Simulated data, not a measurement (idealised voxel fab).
process module | voxel air gaps
cross-section cut | 265 nm wide | cells 5 nm
A cross-section is a grid of square cells, given in bands from the top down. A band is one or more rows of cells.
Each band's line starts with the height of the band's top and of its bottom, in nm. Then come its materials from left to right, each with its width in nm. One material with "throughout" fills the band from edge to edge. "air" is empty space.
Height 0 is the level under which the wafer as received is all one material. The lowest band goes on downwards, as in "0 down".
A width such as "30 to 40" changes by the same amount from each row of cells to the next, from the band's top row to its bottom row.
"no change" after a step means that no cell of the cross-section changed.
closed voids: empty space of 8 cells or more with no open way to the top, each as width x height at its distance from the left edge, in nm
after a step's settings: what the simulator itself notes on the step
overlay nm, on a step with a mask: how far to the right of its planned place the mask lay; to the left if negative
plan
1 op RECEIVE | material Si
2 op CONFORMAL_DEP | material SiO2 | thk nm 10
3 op CONFORMAL_DEP | material SiN | thk nm 5
4 op DIRECTIONAL_DEP | material lowk | thk nm 30
5 op PATTERN | tone open | mask id LINES | material resist | width nm 25 | pitch nm 50 | thk nm 15 | overlay nm 0
6 op DIRECTIONAL_ETCH | etch materials lowk | depth nm 30
7 op STRIP | etch materials resist
8 op CONFORMAL_DEP | material TiN | thk nm 5
9 op FILL_DEP | material Ru | thk nm 10
10 op CMP | height nm 45
11 op EPI | material Ru | thk nm 10
12 op SELECTIVE_ETCH | etch materials lowk | depth nm 40
13 op CONFORMAL_DEP | material SiCN | thk nm 5
first wafer, as planned
as received, after step 1
  0 down: Si throughout
  closed voids: none
after step 2
  10 to 0: SiO2 throughout
  below 0: unchanged
after step 3
  15 to 10: SiN throughout
  below 10: unchanged
after step 4
  45 to 15: lowk throughout
  below 15: unchanged
after step 5
  60 to 45: resist 45 | air 25 | resist 25 | air 25 | resist 25 | air 25 | resist 25 | air 25 | resist 45
  below 45: unchanged
after step 6
  60 to 45: resist 45 | air 25 | resist 25 | air 25 | resist 25 | air 25 | resist 25 | air 25 | resist 45
  45 to 15: lowk 45 | air 25 | lowk 25 | air 25 | lowk 25 | air 25 | lowk 25 | air 25 | lowk 45
  below 15: unchanged
after step 7
  45 to 15: lowk 45 | air 25 | lowk 25 | air 25 | lowk 25 | air 25 | lowk 25 | air 25 | lowk 45
  below 15: unchanged
after step 8
  50 to 45: TiN 50 | air 15 | TiN 35 | air 15 | TiN 35 | air 15 | TiN 35 | air 15 | TiN 50
  45 to 20: lowk 45 | TiN 5 | air 15 | TiN 5 | lowk 25 | TiN 5 | air 15 | TiN 5 | lowk 25 | TiN 5 | air 15 | TiN 5 | lowk 25 | TiN 5 | air 15 | TiN 5 | lowk 45
  20 to 15: lowk 45 | TiN 25 | lowk 25 | TiN 25 | lowk 25 | TiN 25 | lowk 25 | TiN 25 | lowk 45
  below 15: unchanged
after step 9
  60 to 50: Ru throughout
  50 to 45: TiN 50 | Ru 15 | TiN 35 | Ru 15 | TiN 35 | Ru 15 | TiN 35 | Ru 15 | TiN 50
  45 to 20: lowk 45 | TiN 5 | Ru 15 | TiN 5 | lowk 25 | TiN 5 | Ru 15 | TiN 5 | lowk 25 | TiN 5 | Ru 15 | TiN 5 | lowk 25 | TiN 5 | Ru 15 | TiN 5 | lowk 45
  below 20: unchanged
after step 10
  45 to 20: lowk 45 | TiN 5 | Ru 15 | TiN 5 | lowk 25 | TiN 5 | Ru 15 | TiN 5 | lowk 25 | TiN 5 | Ru 15 | TiN 5 | lowk 25 | TiN 5 | Ru 15 | TiN 5 | lowk 45
  below 20: unchanged
after step 11
  55 to 45: air 35 | Ru 45 | air 5 | Ru 45 | air 5 | Ru 45 | air 5 | Ru 45 | air 35
  below 45: unchanged
after step 12
  55 to 45: air 35 | Ru 45 | air 5 | Ru 45 | air 5 | Ru 45 | air 5 | Ru 45 | air 35
  45 to 20: air 45 | TiN 5 | Ru 15 | TiN 5 | air 25 | TiN 5 | Ru 15 | TiN 5 | air 25 | TiN 5 | Ru 15 | TiN 5 | air 25 | TiN 5 | Ru 15 | TiN 5 | air 45
  20 to 15: air 45 | TiN 25 | air 25 | TiN 25 | air 25 | TiN 25 | air 25 | TiN 25 | air 45
  below 15: unchanged
after step 13
  60 to 55: air 30 | SiCN 205 | air 30
  55 to 45: air 30 | SiCN 5 | Ru 45 | SiCN 5 | Ru 45 | SiCN 5 | Ru 45 | SiCN 5 | Ru 45 | SiCN 5 | air 30
  45 to 40: air 30 | SiCN 15 | TiN 5 | Ru 15 | TiN 5 | SiCN 25 | TiN 5 | Ru 15 | TiN 5 | SiCN 25 | TiN 5 | Ru 15 | TiN 5 | SiCN 25 | TiN 5 | Ru 15 | TiN 5 | SiCN 15 | air 30
  40 to 20: air 40 | SiCN 5 | TiN 5 | Ru 15 | TiN 5 | SiCN 5 | air 15 | SiCN 5 | TiN 5 | Ru 15 | TiN 5 | SiCN 5 | air 15 | SiCN 5 | TiN 5 | Ru 15 | TiN 5 | SiCN 5 | air 15 | SiCN 5 | TiN 5 | Ru 15 | TiN 5 | SiCN 5 | air 40
  20 to 15: SiCN 45 | TiN 25 | SiCN 25 | TiN 25 | SiCN 25 | TiN 25 | SiCN 25 | TiN 25 | SiCN 45
  below 15: unchanged
  closed voids: 15 x 20 at 75; 15 x 20 at 125; 15 x 20 at 175
second wafer: like start, like plan, one mistake. Through step 3 it matches the first wafer
when step 4 should have ended
  45 to 15: SiCN throughout
  below 15: unchanged
when step 5 should have ended
  60 to 45: resist 45 | air 25 | resist 25 | air 25 | resist 25 | air 25 | resist 25 | air 25 | resist 45
  below 45: unchanged
when step 6 should have ended: no change
when step 7 should have ended
  45 to 15: SiCN throughout
  below 15: unchanged
when step 8 should have ended
  50 to 45: TiN throughout
  below 45: unchanged
when step 9 should have ended
  60 to 50: Ru throughout
  below 50: unchanged
when step 10 should have ended
  45 to 15: SiCN throughout
  below 15: unchanged
when step 11 should have ended: no change
when step 12 should have ended: no change
when step 13 should have ended
  50 to 15: SiCN throughout
  below 15: unchanged
what went wrong: step 4 ran as: op DIRECTIONAL_DEP | material SiCN | thk nm 30
at the end the second wafer has, in cells: 132 fewer of Ru | 234 more of SiCN | 60 fewer of TiN
closed voids at the end (first wafer, second wafer): 3, 0
